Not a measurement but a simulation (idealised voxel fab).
Herein follows the process module entitled voxel quadruple lines.
In the cross-section labelled cut, the width is 290 nm and each square cell is 5 nm.
A cross-section is written here as square cells arranged in a grid, and it is given in bands from the top down, each band taking up one or more rows of cells.
Within each band entry, the heights of the top and of the bottom of the band appear first, in that order and in nm; the materials of the band then follow from left to right, each with its corresponding width in nm. The designation "throughout" on a single material indicates that it fills the band from edge to edge; the designation "blank" indicates empty space.
Where do heights start? At 0: under that level the wafer as delivered is made of one material only. And the lowest band has no floor; it just carries on downward, as in "from 0 down".
The width entry "30 to 40" should be interpreted row by row: the top row of cells in the band takes the first number, the bottom row takes the second number, and the change between adjacent rows is uniform throughout.
It should be understood that the words "nothing different", when stated for a given step, signify that the cross-section underwent no change in any of its cells during that step.
"Sealed void list": empty spaces of 8 cells or more with no open way to the top, each given as width x height at distance, distance from the left edge, all in nm.
What comes after the settings on a step's line is commentary from the simulator itself on that step.
overlay nm: on a step with a mask, how far right of its planned place the mask lay; negative means left.
The planned process steps are enumerated hereunder:
1. op RECEIVE | material Si
2. op CONFORMAL_DEP | material Al2O3 | thk nm 5
3. op DIRECTIONAL_DEP | material W | thk nm 10
4. op DIRECTIONAL_DEP | material polySi | thk nm 15
5. op DIRECTIONAL_DEP | material aC | thk nm 20
6. op PATTERN | tone cover | mask id MANDREL | material resist | width nm 35 | pitch nm 100 | thk nm 30 | overlay nm 0
7. op DIRECTIONAL_ETCH | etch materials aC | depth nm 20
8. op STRIP | etch materials resist
9. op CONFORMAL_DEP | material SiO2 | thk nm 15
10. op DIRECTIONAL_ETCH | etch materials SiO2 | depth nm 15
11. op STRIP | etch materials aC
12. op DIRECTIONAL_ETCH | etch materials polySi | depth nm 15
13. op STRIP | etch materials SiO2
14. op CONFORMAL_DEP | material SiCN | thk nm 10
15. op DIRECTIONAL_ETCH | etch materials SiCN | depth nm 10
16. op STRIP | etch materials polySi
17. op DIRECTIONAL_ETCH | etch materials W | depth nm 10
18. op STRIP | etch materials SiCN
19. op FILL_DEP | material SiO2 | thk nm 5
20. op CMP | height nm 15
As-received state of the wafer in cross-section, equivalent to post-step 1:
    from 0 down | Si throughout
    Sealed void list: none
Wafer cross-section at module end: first of two, run to plan:
    from 15 to 5 | SiO2 50 nm / W 10 nm / SiO2 15 nm / W 10 nm / SiO2 15 nm / W 10 nm / SiO2 15 nm / W 10 nm / SiO2 15 nm / W 10 nm / SiO2 15 nm / W 10 nm / SiO2 15 nm / W 10 nm / SiO2 15 nm / W 10 nm / SiO2 55 nm
    from 5 to 0 | Al2O3 throughout
    from 0 down | Si throughout
    Sealed void list: none
The second wafer, shown in cross-section after the module: started the same way as the first and given the same plan, yet one mistake crept into how it was run:
    from 15 to 5 | SiCN 50 nm / W 10 nm / SiCN 15 nm / W 10 nm / SiCN 15 nm / W 10 nm / SiCN 15 nm / W 10 nm / SiCN 15 nm / W 10 nm / SiCN 15 nm / W 10 nm / SiCN 15 nm / W 10 nm / SiCN 15 nm / W 10 nm / SiCN 55 nm
    from 5 to 0 | Al2O3 throughout
    from 0 down | Si throughout
    Sealed void list: none
Deviation noted in wafer processing: so step 19 ended up running with a different setting than we planned, it ran as op FILL_DEP | material SiCN | thk nm 5
Final comparison by cell count, materials where the second wafer has more or fewer than the first: SiCN +84, SiO2 -84
